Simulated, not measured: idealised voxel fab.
The following is a process module called voxel self aligned contacts.
300 nm wide, 5 nm square cells: that's cross-section cut.
Just so we're on the same page, the cross-sections are grids of square cells, and they're listed out in bands top to bottom, each band one or more rows deep. Look at the band entry: it leads with the top's height and the bottom's height in nm. Then it lists the materials left to right, with a width in nm for each. The word "throughout" on a single material says that material fills the band edge to edge. The word "air" is empty space. Ref level 0: as-received wafer is one material below here. Bottom band extends down with no lower bound ("0 down"). Graded width ("30..40"): value in top row of band = first number; value in bottom row = second number; row-to-row change constant. No cell of the cross-section changed in a step that is given as "nothing got changed". The entry "Unvented cavities" lists the empty spaces that cover at least 8 cells and have no open path to the top. Each is written as width x height at distance, where the distance is measured from the left edge and all three values are in nm. Text after the settings on a step's line: the simulator's own remark on that step. "overlay nm" denotes, for a step that has a mask, the displacement of the mask to the right of its planned place, with negative values corresponding to the left.
plan
| 1 | RECEIVE: material Si |
| 2 | OXIDIZE: depth nm 5 |
| 3 | DIRECTIONAL_DEP: material polySi, thk nm 20 |
| 4 | DIRECTIONAL_DEP: material SiN, thk nm 15 |
| 5 | PATTERN: tone cover, mask id GATE, material resist, width nm 35, pitch nm 60, thk nm 20, overlay nm 0 |
| 6 | DIRECTIONAL_ETCH: etch materials SiN, depth nm 15 |
| 7 | DIRECTIONAL_ETCH: etch materials polySi, depth nm 20 |
| 8 | STRIP: etch materials resist |
| 9 | CONFORMAL_DEP: material SiN, thk nm 5 |
| 10 | DIRECTIONAL_ETCH: etch materials SiN, depth nm 5 |
| 11 | FILL_DEP: material SiO2, thk nm 15 |
| 12 | CMP: height nm 45 |
| 13 | PATTERN: tone open, mask id CONTACT, material resist, width nm 35, thk nm 15, overlay nm 0 |
| 14 | DIRECTIONAL_ETCH: etch materials SiO2, depth nm 50 |
| 15 | STRIP: etch materials resist |
| 16 | CONFORMAL_DEP: material TiN, thk nm 5 |
| 17 | FILL_DEP: material Ru, thk nm 10 |
| 18 | CMP: height nm 45 |
| 19 | CONFORMAL_DEP: material SiN, thk nm 5 |
The following pertains to the first of two wafers, which was processed as planned
Incoming wafer in cross-section (state: after step 1)
  0 down = Si throughout
  Unvented cavities: none
Step 2 complete: cross-section through the wafer
  0 to -5 = SiO2 throughout
  Below -5 it's all the same as before, nothing changed down there.
Step 3 complete: cross-section through the wafer
  20 to 0 = polySi throughout
  Below 0 it's all the same as before, nothing changed down there.
Step 4 complete: cross-section through the wafer
  35 to 20 = SiN throughout
  Below 20 it's all the same as before, nothing changed down there.
Step 5 complete: cross-section through the wafer
  55 to 35 = air: 100 / resist: 35 / air: 25 / resist: 35 / air: 105
  Below 35 it's all the same as before, nothing changed down there.
Step 6 complete: cross-section through the wafer
  55 to 35 = air: 100 / resist: 35 / air: 25 / resist: 35 / air: 105
  35 to 20 = air: 100 / SiN: 35 / air: 25 / SiN: 35 / air: 105
  Below 20 it's all the same as before, nothing changed down there.
Step 7 complete: cross-section through the wafer
  55 to 35 = air: 100 / resist: 35 / air: 25 / resist: 35 / air: 105
  35 to 20 = air: 100 / SiN: 35 / air: 25 / SiN: 35 / air: 105
  20 to 0 = air: 100 / polySi: 35 / air: 25 / polySi: 35 / air: 105
  Below 0 it's all the same as before, nothing changed down there.
Step 8 complete: cross-section through the wafer
  35 to 20 = air: 100 / SiN: 35 / air: 25 / SiN: 35 / air: 105
  Below 20 it's all the same as before, nothing changed down there.
Step 9 complete: cross-section through the wafer
  40 to 20 = air: 95 / SiN: 45 / air: 15 / SiN: 45 / air: 100
  20 to 5 = air: 95 / SiN: 5 / polySi: 35 / SiN: 5 / air: 15 / SiN: 5 / polySi: 35 / SiN: 5 / air: 100
  5 to 0 = SiN: 100 / polySi: 35 / SiN: 25 / polySi: 35 / SiN: 105
  Below 0 it's all the same as before, nothing changed down there.
Step 10 complete: cross-section through the wafer
  35 to 20 = air: 95 / SiN: 45 / air: 15 / SiN: 45 / air: 100
  20 to 0 = air: 95 / SiN: 5 / polySi: 35 / SiN: 5 / air: 15 / SiN: 5 / polySi: 35 / SiN: 5 / air: 100
  Below 0 it's all the same as before, nothing changed down there.
Step 11 complete: cross-section through the wafer
  50 to 35 = SiO2 throughout
  35 to 20 = SiO2: 95 / SiN: 45 / SiO2: 15 / SiN: 45 / SiO2: 100
  20 to 0 = SiO2: 95 / SiN: 5 / polySi: 35 / SiN: 5 / SiO2: 15 / SiN: 5 / polySi: 35 / SiN: 5 / SiO2: 100
  Below 0 it's all the same as before, nothing changed down there.
Step 12 complete: cross-section through the wafer
  45 to 35 = SiO2 throughout
  Below 35 it's all the same as before, nothing changed down there.
Step 13 complete: cross-section through the wafer
  60 to 45 = resist: 130 / air: 35 / resist: 135
  Below 45 it's all the same as before, nothing changed down there.
Step 14 complete: cross-section through the wafer
  60 to 45 = resist: 130 / air: 35 / resist: 135
  45 to 35 = SiO2: 130 / air: 35 / SiO2: 135
  35 to 20 = SiO2: 95 / SiN: 45 / air: 15 / SiN: 45 / SiO2: 100
  20 to 0 = SiO2: 95 / SiN: 5 / polySi: 35 / SiN: 5 / air: 15 / SiN: 5 / polySi: 35 / SiN: 5 / SiO2: 100
  0 to -5 = SiO2: 140 / air: 15 / SiO2: 145
  Below -5 it's all the same as before, nothing changed down there.
Step 15 complete: cross-section through the wafer
  45 to 35 = SiO2: 130 / air: 35 / SiO2: 135
  Below 35 it's all the same as before, nothing changed down there.
Step 16 complete: cross-section through the wafer
  50 to 45 = TiN: 135 / air: 25 / TiN: 140
  45 to 35 = SiO2: 130 / TiN: 5..15 / air: 25..5 / TiN: 5..15 / SiO2: 135
  35 to 20 = SiO2: 95 / SiN: 45 / TiN: 5 / air: 5 / TiN: 5 / SiN: 45 / SiO2: 100
  20 to 0 = SiO2: 95 / SiN: 5 / polySi: 35 / SiN: 5 / TiN: 5 / air: 5 / TiN: 5 / SiN: 5 / polySi: 35 / SiN: 5 / SiO2: 100
  0 to -5 = SiO2: 140 / TiN: 15 / SiO2: 145
  Below -5 it's all the same as before, nothing changed down there.
Step 17 complete: cross-section through the wafer
  60 to 50 = Ru throughout
  50 to 45 = TiN: 135 / Ru: 25 / TiN: 140
  45 to 35 = SiO2: 130 / TiN: 5..15 / Ru: 25..5 / TiN: 5..15 / SiO2: 135
  35 to 20 = SiO2: 95 / SiN: 45 / TiN: 5 / Ru: 5 / TiN: 5 / SiN: 45 / SiO2: 100
  20 to 0 = SiO2: 95 / SiN: 5 / polySi: 35 / SiN: 5 / TiN: 5 / Ru: 5 / TiN: 5 / SiN: 5 / polySi: 35 / SiN: 5 / SiO2: 100
  Below 0 it's all the same as before, nothing changed down there.
Step 18 complete: cross-section through the wafer
  45 to 35 = SiO2: 130 / TiN: 5..15 / Ru: 25..5 / TiN: 5..15 / SiO2: 135
  Below 35 it's all the same as before, nothing changed down there.
Step 19 complete: cross-section through the wafer
  50 to 45 = SiN throughout
  Below 45 it's all the same as before, nothing changed down there.
Wafer two of two - same starting point, same process plan, one mistake in execution; matches wafer one up to and including step 4
Second wafer, cross-section, planned end of step 5
  55 to 35 = air: 105 / resist: 30 / air: 30 / resist: 30 / air: 105
  Below 35 it's all the same as before, nothing changed down there.
Second wafer, cross-section, planned end of step 6
  55 to 35 = air: 105 / resist: 30 / air: 30 / resist: 30 / air: 105
  35 to 20 = air: 105 / SiN: 30 / air: 30 / SiN: 30 / air: 105
  Below 20 it's all the same as before, nothing changed down there.
Second wafer, cross-section, planned end of step 7
  55 to 35 = air: 105 / resist: 30 / air: 30 / resist: 30 / air: 105
  35 to 20 = air: 105 / SiN: 30 / air: 30 / SiN: 30 / air: 105
  20 to 0 = air: 105 / polySi: 30 / air: 30 / polySi: 30 / air: 105
  Below 0 it's all the same as before, nothing changed down there.
Second wafer, cross-section, planned end of step 8
  35 to 20 = air: 105 / SiN: 30 / air: 30 / SiN: 30 / air: 105
  Below 20 it's all the same as before, nothing changed down there.
Second wafer, cross-section, planned end of step 9
  40 to 20 = air: 100 / SiN: 40 / air: 20 / SiN: 40 / air: 100
  20 to 5 = air: 100 / SiN: 5 / polySi: 30 / SiN: 5 / air: 20 / SiN: 5 / polySi: 30 / SiN: 5 / air: 100
  5 to 0 = SiN: 105 / polySi: 30 / SiN: 30 / polySi: 30 / SiN: 105
  Below 0 it's all the same as before, nothing changed down there.
Second wafer, cross-section, planned end of step 10
  35 to 20 = air: 100 / SiN: 40 / air: 20 / SiN: 40 / air: 100
  20 to 0 = air: 100 / SiN: 5 / polySi: 30 / SiN: 5 / air: 20 / SiN: 5 / polySi: 30 / SiN: 5 / air: 100
  Below 0 it's all the same as before, nothing changed down there.
Second wafer, cross-section, planned end of step 11
  50 to 35 = SiO2 throughout
  35 to 20 = SiO2: 100 / SiN: 40 / SiO2: 20 / SiN: 40 / SiO2: 100
  20 to 0 = SiO2: 100 / SiN: 5 / polySi: 30 / SiN: 5 / SiO2: 20 / SiN: 5 / polySi: 30 / SiN: 5 / SiO2: 100
  Below 0 it's all the same as before, nothing changed down there.
Second wafer, cross-section, planned end of step 12
  45 to 35 = SiO2 throughout
  Below 35 it's all the same as before, nothing changed down there.
Second wafer, cross-section, planned end of step 13
  60 to 45 = resist: 130 / air: 35 / resist: 135
  Below 45 it's all the same as before, nothing changed down there.
Second wafer, cross-section, planned end of step 14
  60 to 45 = resist: 130 / air: 35 / resist: 135
  45 to 35 = SiO2: 130 / air: 35 / SiO2: 135
  35 to 20 = SiO2: 100 / SiN: 40 / air: 20 / SiN: 40 / SiO2: 100
  20 to 0 = SiO2: 100 / SiN: 5 / polySi: 30 / SiN: 5 / air: 20 / SiN: 5 / polySi: 30 / SiN: 5 / SiO2: 100
  0 to -5 = SiO2: 140 / air: 20 / SiO2: 140
  Below -5 it's all the same as before, nothing changed down there.
Second wafer, cross-section, planned end of step 15
  45 to 35 = SiO2: 130 / air: 35 / SiO2: 135
  Below 35 it's all the same as before, nothing changed down there.
Second wafer, cross-section, planned end of step 16
  50 to 45 = TiN: 135 / air: 25 / TiN: 140
  45 to 35 = SiO2: 130 / TiN: 5..15 / air: 25..10 / TiN: 5..10 / SiO2: 135
  35 to 20 = SiO2: 100 / SiN: 40 / TiN: 5 / air: 10 / TiN: 5 / SiN: 40 / SiO2: 100
  20 to 0 = SiO2: 100 / SiN: 5 / polySi: 30 / SiN: 5 / TiN: 5 / air: 10 / TiN: 5 / SiN: 5 / polySi: 30 / SiN: 5 / SiO2: 100
  0 to -5 = SiO2: 140 / TiN: 20 / SiO2: 140
  Below -5 it's all the same as before, nothing changed down there.
Second wafer, cross-section, planned end of step 17
  60 to 50 = Ru throughout
  50 to 45 = TiN: 135 / Ru: 25 / TiN: 140
  45 to 35 = SiO2: 130 / TiN: 5..15 / Ru: 25..10 / TiN: 5..10 / SiO2: 135
  35 to 20 = SiO2: 100 / SiN: 40 / TiN: 5 / Ru: 10 / TiN: 5 / SiN: 40 / SiO2: 100
  20 to 0 = SiO2: 100 / SiN: 5 / polySi: 30 / SiN: 5 / TiN: 5 / Ru: 10 / TiN: 5 / SiN: 5 / polySi: 30 / SiN: 5 / SiO2: 100
  Below 0 it's all the same as before, nothing changed down there.
Second wafer, cross-section, planned end of step 18
  45 to 35 = SiO2: 130 / TiN: 5..15 / Ru: 25..10 / TiN: 5..10 / SiO2: 135
  Below 35 it's all the same as before, nothing changed down there.
Second wafer, cross-section, planned end of step 19
  50 to 45 = SiN throughout
  Below 45 it's all the same as before, nothing changed down there.
Diagnosis: not per plan at step 5, really ran PATTERN: tone cover, mask id GATE, material resist, width nm 30, pitch nm 60, thk nm 20, overlay nm 0
Once processing is complete, comparing cell counts shows that the second wafer has more or fewer of certain materials than the first: 8 more of Ru; 6 fewer of SiN; 6 more of SiO2; 8 fewer of polySi
